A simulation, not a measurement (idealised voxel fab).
process module | voxel transistor to metal
cross-section cut | 265 nm wide | cells 5 nm
A cross-section is a grid of square cells, given in bands from the top down. A band is one or more rows of cells.
Each band's line starts with the height of the band's top and of its bottom, in nm. Then come its materials from left to right, each with its width in nm. One material with "throughout" fills the band from edge to edge. "air" is empty space.
Height 0 is the level under which the wafer as received is all one material. The lowest band goes on downwards, as in "0 down".
A width such as "30 to 40" changes by the same amount from each row of cells to the next, from the band's top row to its bottom row.
"no change" after a step means that no cell of the cross-section changed.
closed voids: empty space of 8 cells or more with no open way to the top, each as width x height at its distance from the left edge, in nm
after a step's settings: what the simulator itself notes on the step
overlay nm, on a step with a mask: how far to the right of its planned place the mask lay; to the left if negative
plan
1 op RECEIVE | material Si
2 op OXIDIZE | depth nm 5
3 op CONFORMAL_DEP | material SiN | thk nm 15
4 op MASKED_ETCH | tone cover | mask id ACTIVE | width nm 105 | pitch nm 130 | etch materials SiN | depth nm 15 | overlay nm 0
5 op MASKED_ETCH | tone cover | mask id ACTIVE | width nm 105 | pitch nm 130 | etch materials SiO2 | depth nm 5 | overlay nm 0
6 op MASKED_ETCH | tone cover | mask id ACTIVE | width nm 105 | pitch nm 130 | etch materials Si | depth nm 30 | overlay nm 0
7 op OXIDIZE | depth nm 5
8 op FILL_DEP | material SiO2 | thk nm 5
9 op CMP | height nm 15
10 op SELECTIVE_ETCH | etch materials SiO2 | depth nm 10
11 op STRIP | etch materials SiN
12 op SELECTIVE_ETCH | etch materials SiO2 | depth nm 5
13 op OXIDIZE | depth nm 5
14 op DIRECTIONAL_DEP | material polySi | thk nm 20
15 op DIRECTIONAL_DEP | material SiCN | thk nm 15
16 op DIRECTIONAL_DEP | material aC | thk nm 15
17 op PATTERN | tone cover | mask id GATE | material resist | width nm 15 | pitch nm 130 | thk nm 35 | overlay nm 0
18 op DIRECTIONAL_ETCH | etch materials aC | depth nm 15
19 op STRIP | etch materials resist
20 op DIRECTIONAL_ETCH | etch materials SiCN | depth nm 25
21 op DIRECTIONAL_ETCH | etch materials polySi | depth nm 30
22 op STRIP | etch materials aC
23 op CONFORMAL_DEP | material SiO2 | thk nm 5
24 op DIRECTIONAL_ETCH | etch materials SiO2 | depth nm 5
25 op CONFORMAL_DEP | material SiN | thk nm 10
26 op DIRECTIONAL_ETCH | etch materials SiN | depth nm 10
27 op DIRECTIONAL_ETCH | etch materials SiO2 | depth nm 5
28 op DIRECTIONAL_ETCH | etch materials Si | depth nm 15
29 op EPI | material SiGe | thk nm 15
30 op FILL_DEP | material SiO2 | thk nm 10
31 op CMP | height nm 30
32 op DIRECTIONAL_DEP | material SiO2 | thk nm 10
33 op DIRECTIONAL_DEP | material aC | thk nm 15
34 op PATTERN | tone open | mask id CONTACT | material resist | width nm 35 | thk nm 35 | overlay nm 0
35 op DIRECTIONAL_ETCH | etch materials aC | depth nm 15
36 op STRIP | etch materials resist
37 op DIRECTIONAL_ETCH | etch materials SiO2 | depth nm 35
38 op STRIP | etch materials aC
39 op CONFORMAL_DEP | material TiN | thk nm 5
40 op FILL_DEP | material Ru | thk nm 10
41 op CMP | height nm 40
42 op CONFORMAL_DEP | material SiN | thk nm 5
43 op DIRECTIONAL_DEP | material SiO2 | thk nm 20
44 op MASKED_ETCH | tone open | mask id METAL_1 | width nm 20 | etch materials SiO2 | depth nm 20 | overlay nm 0
45 op MASKED_ETCH | tone open | mask id METAL_1 | width nm 20 | etch materials SiN | depth nm 5 | overlay nm 0
46 op CONFORMAL_DEP | material TiN | thk nm 5
47 op FILL_DEP | material Cu | thk nm 10
48 op CMP | height nm 65
49 op CONFORMAL_DEP | material SiCN | thk nm 5
as received, after step 1
  0 down: Si throughout
  closed voids: none
first wafer at the end, as planned
  70 to 65: SiCN throughout
  65 to 45: SiO2 20 | TiN 5 | Cu 10 | TiN 5 | SiO2 55 | TiN 5 | Cu 10 | TiN 5 | SiO2 35 | TiN 5 | Cu 10 | TiN 5 | SiO2 55 | TiN 5 | Cu 10 | TiN 5 | SiO2 20
  45 to 40: SiN 20 | TiN 20 | SiN 55 | TiN 20 | SiN 35 | TiN 20 | SiN 55 | TiN 20 | SiN 20
  40 to 30: SiO2 20 | TiN 5 | Ru 25 to 15 | TiN 5 to 15 | SiO2 25 | TiN 5 to 15 | Ru 25 to 15 | TiN 5 | SiO2 35 | TiN 5 | Ru 25 to 15 | TiN 5 to 15 | SiO2 25 | TiN 5 to 15 | Ru 25 to 15 | TiN 5 | SiO2 20
  30 to 15: SiO2 20 | TiN 5 | Ru 15 | TiN 5 | SiN 10 | SiO2 5 | SiCN 15 | SiO2 5 | SiN 10 | TiN 5 | Ru 15 | TiN 5 | SiO2 35 | TiN 5 | Ru 15 | TiN 5 | SiN 10 | SiO2 5 | SiCN 15 | SiO2 5 | SiN 10 | TiN 5 | Ru 15 | TiN 5 | SiO2 20
  15 to 10: SiO2 20 | TiN 5 | Ru 15 | TiN 5 | SiN 10 | SiO2 5 | polySi 15 | SiO2 5 | SiN 10 | TiN 5 | Ru 15 | TiN 5 | SiO2 35 | TiN 5 | Ru 15 | TiN 5 | SiN 10 | SiO2 5 | polySi 15 | SiO2 5 | SiN 10 | TiN 5 | Ru 15 | TiN 5 | SiO2 20
  10 to 5: SiO2 20 | TiN 25 | SiN 10 | SiO2 5 | polySi 15 | SiO2 5 | SiN 10 | TiN 25 | SiO2 35 | TiN 25 | SiN 10 | SiO2 5 | polySi 15 | SiO2 5 | SiN 10 | TiN 25 | SiO2 20
  5 to 0: SiO2 20 | SiGe 25 | SiN 10 | SiO2 5 | polySi 15 | SiO2 5 | SiN 10 | SiGe 25 | SiO2 35 | SiGe 25 | SiN 10 | SiO2 5 | polySi 15 | SiO2 5 | SiN 10 | SiGe 25 | SiO2 20
  0 to -5: SiO2 15 | SiN 10 | SiGe 20 | SiN 10 | SiO2 5 | polySi 15 | SiO2 5 | SiN 10 | SiGe 20 | SiN 10 | SiO2 25 | SiN 10 | SiGe 20 | SiN 10 | SiO2 5 | polySi 15 | SiO2 5 | SiN 10 | SiGe 20 | SiN 10 | SiO2 15
  -5 to -10: SiO2 25 | SiGe 20 | SiO2 45 | SiGe 20 | SiO2 45 | SiGe 20 | SiO2 45 | SiGe 20 | SiO2 25
  -10 to -25: SiO2 20 | Si 5 | SiGe 20 | Si 45 | SiGe 20 | Si 5 | SiO2 35 | Si 5 | SiGe 20 | Si 45 | SiGe 20 | Si 5 | SiO2 20
  -25 to -40: SiO2 20 | Si 95 | SiO2 35 | Si 95 | SiO2 20
  -40 down: Si throughout
  closed voids: none
second wafer at the end: like start, like plan, one mistake
  70 to 65: SiCN throughout
  65 to 50: SiO2 20 | TiN 5 | Cu 10 | TiN 5 | SiO2 55 | TiN 5 | Cu 10 | TiN 5 | SiO2 35 | TiN 5 | Cu 10 | TiN 5 | SiO2 55 | TiN 5 | Cu 10 | TiN 5 | SiO2 20
  50 to 45: SiO2 20 | TiN 20 | SiO2 55 | TiN 20 | SiO2 35 | TiN 20 | SiO2 55 | TiN 20 | SiO2 20
  45 to 40: Cu throughout
  40 to 30: SiO2 20 | TiN 5 | Ru 25 to 15 | TiN 5 to 15 | SiO2 25 | TiN 5 to 15 | Ru 25 to 15 | TiN 5 | SiO2 35 | TiN 5 | Ru 25 to 15 | TiN 5 to 15 | SiO2 25 | TiN 5 to 15 | Ru 25 to 15 | TiN 5 | SiO2 20
  30 to 15: SiO2 20 | TiN 5 | Ru 15 | TiN 5 | SiN 10 | SiO2 5 | SiCN 15 | SiO2 5 | SiN 10 | TiN 5 | Ru 15 | TiN 5 | SiO2 35 | TiN 5 | Ru 15 | TiN 5 | SiN 10 | SiO2 5 | SiCN 15 | SiO2 5 | SiN 10 | TiN 5 | Ru 15 | TiN 5 | SiO2 20
  15 to 10: SiO2 20 | TiN 5 | Ru 15 | TiN 5 | SiN 10 | SiO2 5 | polySi 15 | SiO2 5 | SiN 10 | TiN 5 | Ru 15 | TiN 5 | SiO2 35 | TiN 5 | Ru 15 | TiN 5 | SiN 10 | SiO2 5 | polySi 15 | SiO2 5 | SiN 10 | TiN 5 | Ru 15 | TiN 5 | SiO2 20
  10 to 5: SiO2 20 | TiN 25 | SiN 10 | SiO2 5 | polySi 15 | SiO2 5 | SiN 10 | TiN 25 | SiO2 35 | TiN 25 | SiN 10 | SiO2 5 | polySi 15 | SiO2 5 | SiN 10 | TiN 25 | SiO2 20
  5 to 0: SiO2 20 | SiGe 25 | SiN 10 | SiO2 5 | polySi 15 | SiO2 5 | SiN 10 | SiGe 25 | SiO2 35 | SiGe 25 | SiN 10 | SiO2 5 | polySi 15 | SiO2 5 | SiN 10 | SiGe 25 | SiO2 20
  0 to -5: SiO2 15 | SiN 10 | SiGe 20 | SiN 10 | SiO2 5 | polySi 15 | SiO2 5 | SiN 10 | SiGe 20 | SiN 10 | SiO2 25 | SiN 10 | SiGe 20 | SiN 10 | SiO2 5 | polySi 15 | SiO2 5 | SiN 10 | SiGe 20 | SiN 10 | SiO2 15
  -5 to -10: SiO2 25 | SiGe 20 | SiO2 45 | SiGe 20 | SiO2 45 | SiGe 20 | SiO2 45 | SiGe 20 | SiO2 25
  -10 to -25: SiO2 20 | Si 5 | SiGe 20 | Si 45 | SiGe 20 | Si 5 | SiO2 35 | Si 5 | SiGe 20 | Si 45 | SiGe 20 | Si 5 | SiO2 20
  -25 to -40: SiO2 20 | Si 95 | SiO2 35 | Si 95 | SiO2 20
  -40 down: Si throughout
  closed voids: none
what went wrong: step 42 ran as: op CONFORMAL_DEP | material Cu | thk nm 5
at the end the second wafer has, in cells: 45 more of Cu | 37 fewer of SiN | 8 fewer of TiN
